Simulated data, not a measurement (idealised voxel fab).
process module | voxel air gaps
cross-section cut | 285 nm wide | cells 5 nm
A cross-section is a grid of square cells, given in bands from the top down. A band is one or more rows of cells.
Each band's line starts with the height of the band's top and of its bottom, in nm. Then come its materials from left to right, each with its width in nm. One material with "throughout" fills the band from edge to edge. "air" is empty space.
Height 0 is the level under which the wafer as received is all one material. The lowest band goes on downwards, as in "0 down".
A width such as "30 to 40" changes by the same amount from each row of cells to the next, from the band's top row to its bottom row.
"no change" after a step means that no cell of the cross-section changed.
closed voids: empty space of 8 cells or more with no open way to the top, each as width x height at its distance from the left edge, in nm
after a step's settings: what the simulator itself notes on the step
overlay nm, on a step with a mask: how far to the right of its planned place the mask lay; to the left if negative
plan
1 op RECEIVE | material Si
2 op CONFORMAL_DEP | material SiO2 | thk nm 10
3 op CONFORMAL_DEP | material SiCN | thk nm 5
4 op DIRECTIONAL_DEP | material SiO2 | thk nm 40
5 op MASKED_ETCH | tone open | mask id LINES | width nm 25 | pitch nm 50 | etch materials SiO2 | depth nm 40 | overlay nm 0
6 op CONFORMAL_DEP | material TiN | thk nm 5
7 op FILL_DEP | material W | thk nm 10
8 op CMP | height nm 55
9 op EPI | material Ru | thk nm 10
10 op SELECTIVE_ETCH | etch materials SiO2 | depth nm 50
11 op CONFORMAL_DEP | material SiCN | thk nm 5
first wafer, as planned
as received, after step 1
  0 down: Si throughout
  closed voids: none
after step 2
  10 to 0: SiO2 throughout
  below 0: unchanged
after step 3
  15 to 10: SiCN throughout
  below 10: unchanged
after step 4
  55 to 15: SiO2 throughout
  below 15: unchanged
after step 5
  55 to 15: SiO2 80 | air 25 | SiO2 25 | air 25 | SiO2 25 | air 25 | SiO2 80
  below 15: unchanged
after step 6
  60 to 55: TiN 85 | air 15 | TiN 35 | air 15 | TiN 35 | air 15 | TiN 85
  55 to 20: SiO2 80 | TiN 5 | air 15 | TiN 5 | SiO2 25 | TiN 5 | air 15 | TiN 5 | SiO2 25 | TiN 5 | air 15 | TiN 5 | SiO2 80
  20 to 15: SiO2 80 | TiN 25 | SiO2 25 | TiN 25 | SiO2 25 | TiN 25 | SiO2 80
  below 15: unchanged
after step 7
  70 to 60: W throughout
  60 to 55: TiN 85 | W 15 | TiN 35 | W 15 | TiN 35 | W 15 | TiN 85
  55 to 20: SiO2 80 | TiN 5 | W 15 | TiN 5 | SiO2 25 | TiN 5 | W 15 | TiN 5 | SiO2 25 | TiN 5 | W 15 | TiN 5 | SiO2 80
  below 20: unchanged
after step 8
  55 to 20: SiO2 80 | TiN 5 | W 15 | TiN 5 | SiO2 25 | TiN 5 | W 15 | TiN 5 | SiO2 25 | TiN 5 | W 15 | TiN 5 | SiO2 80
  below 20: unchanged
after step 9
  65 to 55: air 70 | Ru 45 | air 5 | Ru 45 | air 5 | Ru 45 | air 70
  below 55: unchanged
after step 10
  65 to 55: air 70 | Ru 45 | air 5 | Ru 45 | air 5 | Ru 45 | air 70
  55 to 20: air 80 | TiN 5 | W 15 | TiN 5 | air 25 | TiN 5 | W 15 | TiN 5 | air 25 | TiN 5 | W 15 | TiN 5 | air 80
  20 to 15: air 80 | TiN 25 | air 25 | TiN 25 | air 25 | TiN 25 | air 80
  below 15: unchanged
after step 11
  70 to 65: air 65 | SiCN 155 | air 65
  65 to 55: air 65 | SiCN 5 | Ru 45 | SiCN 5 | Ru 45 | SiCN 5 | Ru 45 | SiCN 5 | air 65
  55 to 50: air 65 | SiCN 15 | TiN 5 | W 15 | TiN 5 | SiCN 25 | TiN 5 | W 15 | TiN 5 | SiCN 25 | TiN 5 | W 15 | TiN 5 | SiCN 15 | air 65
  50 to 20: air 75 | SiCN 5 | TiN 5 | W 15 | TiN 5 | SiCN 5 | air 15 | SiCN 5 | TiN 5 | W 15 | TiN 5 | SiCN 5 | air 15 | SiCN 5 | TiN 5 | W 15 | TiN 5 | SiCN 5 | air 75
  20 to 15: SiCN 80 | TiN 25 | SiCN 25 | TiN 25 | SiCN 25 | TiN 25 | SiCN 80
  below 15: unchanged
  closed voids: 15 x 30 at 110; 15 x 30 at 160
second wafer: like start, like plan, one mistake. Through step 6 it matches the first wafer
when step 7 should have ended
  70 to 60: SiCN throughout
  60 to 55: TiN 85 | SiCN 15 | TiN 35 | SiCN 15 | TiN 35 | SiCN 15 | TiN 85
  55 to 20: SiO2 80 | TiN 5 | SiCN 15 | TiN 5 | SiO2 25 | TiN 5 | SiCN 15 | TiN 5 | SiO2 25 | TiN 5 | SiCN 15 | TiN 5 | SiO2 80
  below 20: unchanged
when step 8 should have ended
  55 to 20: SiO2 80 | TiN 5 | SiCN 15 | TiN 5 | SiO2 25 | TiN 5 | SiCN 15 | TiN 5 | SiO2 25 | TiN 5 | SiCN 15 | TiN 5 | SiO2 80
  below 20: unchanged
when step 9 should have ended
  65 to 55: air 70 | Ru 45 | air 5 | Ru 45 | air 5 | Ru 45 | air 70
  below 55: unchanged
when step 10 should have ended
  65 to 55: air 70 | Ru 45 | air 5 | Ru 45 | air 5 | Ru 45 | air 70
  55 to 20: air 80 | TiN 5 | SiCN 15 | TiN 5 | air 25 | TiN 5 | SiCN 15 | TiN 5 | air 25 | TiN 5 | SiCN 15 | TiN 5 | air 80
  20 to 15: air 80 | TiN 25 | air 25 | TiN 25 | air 25 | TiN 25 | air 80
  below 15: unchanged
when step 11 should have ended
  70 to 65: air 65 | SiCN 155 | air 65
  65 to 55: air 65 | SiCN 5 | Ru 45 | SiCN 5 | Ru 45 | SiCN 5 | Ru 45 | SiCN 5 | air 65
  55 to 50: air 65 | SiCN 15 | TiN 5 | SiCN 15 | TiN 5 | SiCN 25 | TiN 5 | SiCN 15 | TiN 5 | SiCN 25 | TiN 5 | SiCN 15 | TiN 5 | SiCN 15 | air 65
  50 to 20: air 75 | SiCN 5 | TiN 5 | SiCN 15 | TiN 5 | SiCN 5 | air 15 | SiCN 5 | TiN 5 | SiCN 15 | TiN 5 | SiCN 5 | air 15 | SiCN 5 | TiN 5 | SiCN 15 | TiN 5 | SiCN 5 | air 75
  20 to 15: SiCN 80 | TiN 25 | SiCN 25 | TiN 25 | SiCN 25 | TiN 25 | SiCN 80
  below 15: unchanged
  closed voids: 15 x 30 at 110; 15 x 30 at 160
what went wrong: step 7 ran as: op FILL_DEP | material SiCN | thk nm 10
at the end the second wafer has, in cells: 63 more of SiCN | 63 fewer of W
